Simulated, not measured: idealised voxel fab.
Proc. module: voxel fin reveal
Cross-sectional view cut (width: 175 nm; square cell size: 5 nm).
We lay out every cross-section as a grid of square cells and spell it out in bands from the top down, where one band means one or more rows of cells. Quick guide to a band line: top height, bottom height (nm) up front; then every material left to right with its width in nm. Only one material and it's marked "throughout"? Then it fills the band edge to edge. And "air" just means empty space. We count height from 0. Below that, the starting wafer is all one material. The lowest band never ends at the bottom but goes on down; see "0 and below" for how that is written. The width entry "30..40" should be interpreted row by row: the top row of cells in the band takes the first number, the bottom row takes the second number, and the change between adjacent rows is uniform throughout. "remained unchanged" after a step means that no cell of the cross-section changed. "Trapped voids" specifies each empty space that is not open to the top and that occupies no fewer than 8 cells, using the form width x height at distance, the distance measured from the left edge and all three quantities in nm. Post-settings text on a step line: simulator's own remark regarding the step. A step line may carry the setting "overlay nm", which, for steps involving a mask, states the distance by which the mask lay to the right of its intended position; negative values denote displacement to the left.

# This section lists the process steps that were planned
- 1: RECEIVE with material Si
- 2: CONFORMAL_DEP with material SiN, thk nm 5
- 3: MASKED_ETCH with tone cover, mask id FINS, width nm 15, pitch nm 40, etch materials SiN, depth nm 5, overlay nm 0
- 4: MASKED_ETCH with tone cover, mask id FINS, width nm 15, pitch nm 40, etch materials Si, depth nm 35, overlay nm 0
- 5: FILL_DEP with material SiO2, thk nm 10
- 6: CMP with height nm 5
- 7: SELECTIVE_ETCH with etch materials SiO2, depth nm 10
- 8: STRIP with etch materials SiN
The plan shows the depth nm of step 7 as the first wafer had it; this setting differs between the wafers, which start out alike.

# The first of several wafers in cross-section, exactly as it reached us after step 1
0 and below | Si throughout
Trapped voids: none

# End of the module, past its last step, step 8: how the first of several wafers looks in cross-section
0 down to -5 | air (40)  Si (15)  air (25)  Si (15)  air (25)  Si (15)  air (40)
-5 down to -35 | SiO2 (40)  Si (15)  SiO2 (25)  Si (15)  SiO2 (25)  Si (15)  SiO2 (40)
-35 and below | Si throughout
Trapped voids: none

# The module's end: a cross-section of the last wafer
0 down to -30 | air (40)  Si (15)  air (25)  Si (15)  air (25)  Si (15)  air (40)
-30 down to -35 | SiO2 (40)  Si (15)  SiO2 (25)  Si (15)  SiO2 (25)  Si (15)  SiO2 (40)
-35 and below | Si throughout
Trapped voids: none

# Below is a per-wafer table. In it, each row describes the wafer at the end of the module by giving, for each material, the number of cells gained (+) or lost (-) since the wafer was received, and after that the closed voids of the wafer
depth nm 10 | -182 Si | +156 SiO2 | Trapped voids: none
depth nm 15 | -182 Si | +130 SiO2 | Trapped voids: none
depth nm 20 | -182 Si | +104 SiO2 | Trapped voids: none
depth nm 25 | -182 Si | +78 SiO2 | Trapped voids: none
depth nm 30 | -182 Si | +52 SiO2 | Trapped voids: none
depth nm 35 | -182 Si | +26 SiO2 | Trapped voids: none
